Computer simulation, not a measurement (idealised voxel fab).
Presented below is a process module, voxel self aligned vias.
Each square cell in cross-section cut measures 5 nm, and the section as a whole is 190 nm wide.
Cross-section, as written here: a square-cell grid given band by band from the top down, where a band holds one or more rows of cells. Top height, bottom height, nm. Materials left to right, width each, nm. Single material + "all across" = fills band edge to edge. "empty" = empty. Note: height 0 marks the level under which the wafer is uniformly one material as received. Lowest band unbounded below, written "0 down". So if you see something like "30..40" for the width, read it as the top row of the band sitting at the first number and the bottom row at the second, with every row in between moving by the same amount as the last. "no change" (step): cross-section cells unchanged, all of them. Reported under the label "Encapsulated voids" are the empty spaces having no open way to the top and comprising 8 cells or more; the notation for each is width x height at distance, in which the distance is measured from the left edge and all three values are in nm. Post-settings text on a step line: simulator's own remark regarding the step. For masked steps, "overlay nm" on the step line gives how far right of plan the mask actually lay; a minus sign means it lay to the left.

PROCESS STEPS - PLAN
- 1: RECEIVE (material Si)
- 2: CONFORMAL_DEP (material SiO2; thk nm 15)
- 3: CONFORMAL_DEP (material SiCN; thk nm 5)
- 4: DIRECTIONAL_DEP (material lowk; thk nm 25)
- 5: PATTERN (tone open; mask id LINES; material resist; width nm 30; pitch nm 60; thk nm 20; overlay nm 0)
- 6: DIRECTIONAL_ETCH (etch materials lowk; depth nm 25)
- 7: STRIP (etch materials resist)
- 8: CONFORMAL_DEP (material TiN; thk nm 5)
- 9: FILL_DEP (material Ru; thk nm 10)
- 10: CMP (height nm 45)
- 11: SELECTIVE_ETCH (etch materials W Ru TiN; depth nm 10)
- 12: FILL_DEP (material SiN; thk nm 5)
- 13: CMP (height nm 45)
- 14: DIRECTIONAL_DEP (material lowk; thk nm 20)
- 15: PATTERN (tone open; mask id VIAS; material resist; width nm 40; pitch nm 60; thk nm 20; overlay nm 0)
- 16: DIRECTIONAL_ETCH (etch materials lowk; depth nm 20)
- 17: DIRECTIONAL_ETCH (etch materials SiN; depth nm 10)
- 18: STRIP (etch materials resist)
- 19: CONFORMAL_DEP (material TiN; thk nm 5)
- 20: FILL_DEP (material Cu; thk nm 10)
- 21: CMP (height nm 65)
- 22: CONFORMAL_DEP (material SiN; thk nm 5)

AS-RECEIVED WAFER CROSS-SECTION (AFTER STEP 1)
- 0 down  Si all across
- Encapsulated voids: none

FIRST OF TWO WAFERS AT THE END OF THE MODULE, SHOWN IN CROSS-SECTION; RUN CARRIED OUT AS PLANNED
- 70 to 65  SiN all across
- 65 to 50  lowk (15), then TiN (5), then Cu (30), then TiN (5), then lowk (20), then TiN (5), then Cu (30), then TiN (5), then lowk (20), then TiN (5), then Cu (30), then TiN (5), then lowk (15)
- 50 to 40  lowk (15..20), then TiN (10..5), then Cu (20), then TiN (10..5), then lowk (20..30), then TiN (10..5), then Cu (20), then TiN (10..5), then lowk (20..30), then TiN (10..5), then Cu (20), then TiN (10..5), then lowk (15..20)
- 40 to 35  lowk (20), then TiN (30), then lowk (30), then TiN (30), then lowk (30), then TiN (30), then lowk (20)
- 35 to 25  lowk (20), then TiN (5), then Ru (20), then TiN (5), then lowk (30), then TiN (5), then Ru (20), then TiN (5), then lowk (30), then TiN (5), then Ru (20), then TiN (5), then lowk (20)
- 25 to 20  lowk (20), then TiN (30), then lowk (30), then TiN (30), then lowk (30), then TiN (30), then lowk (20)
- 20 to 15  SiCN all across
- 15 to 0  SiO2 all across
- 0 down  Si all across
- Encapsulated voids: none

SO THIS IS WAFER NUMBER TWO OF THE TWO, CUT AT THE END OF THE MODULE - IT STARTED WHERE THE FIRST DID AND HAD THE SAME PLAN, WE JUST GOT ONE THING WRONG RUNNING IT
- 70 to 65  SiN all across
- 65 to 50  lowk (15), then TiN (5), then Cu (30), then TiN (5), then lowk (20), then TiN (5), then Cu (30), then TiN (5), then lowk (20), then TiN (5), then Cu (30), then TiN (5), then lowk (15)
- 50 to 45  lowk (15), then TiN (40), then lowk (20), then TiN (40), then lowk (20), then TiN (40), then lowk (15)
- 45 to 35  SiN (15), then TiN (5), then lowk (30), then TiN (5), then SiN (20), then TiN (5), then lowk (30), then TiN (5), then SiN (20), then TiN (5), then lowk (30), then TiN (5), then SiN (15)
- 35 to 25  Ru (15), then TiN (5), then lowk (30), then TiN (5), then Ru (20), then TiN (5), then lowk (30), then TiN (5), then Ru (20), then TiN (5), then lowk (30), then TiN (5), then Ru (15)
- 25 to 20  TiN (20), then lowk (30), then TiN (30), then lowk (30), then TiN (30), then lowk (30), then TiN (20)
- 20 to 15  SiCN all across
- 15 to 0  SiO2 all across
- 0 down  Si all across
- Encapsulated voids: none
Misprocessing identified: step 5 was run on a setting that differed from the plan, and what really ran there is PATTERN (tone cover; mask id LINES; material resist; width nm 30; pitch nm 60; thk nm 20; overlay nm 0)
Final wafer comparison in cells, second versus first, more or fewer per material: 24 fewer of Cu, 4 more of Ru, 28 more of SiN, 2 more of TiN, 10 fewer of lowk
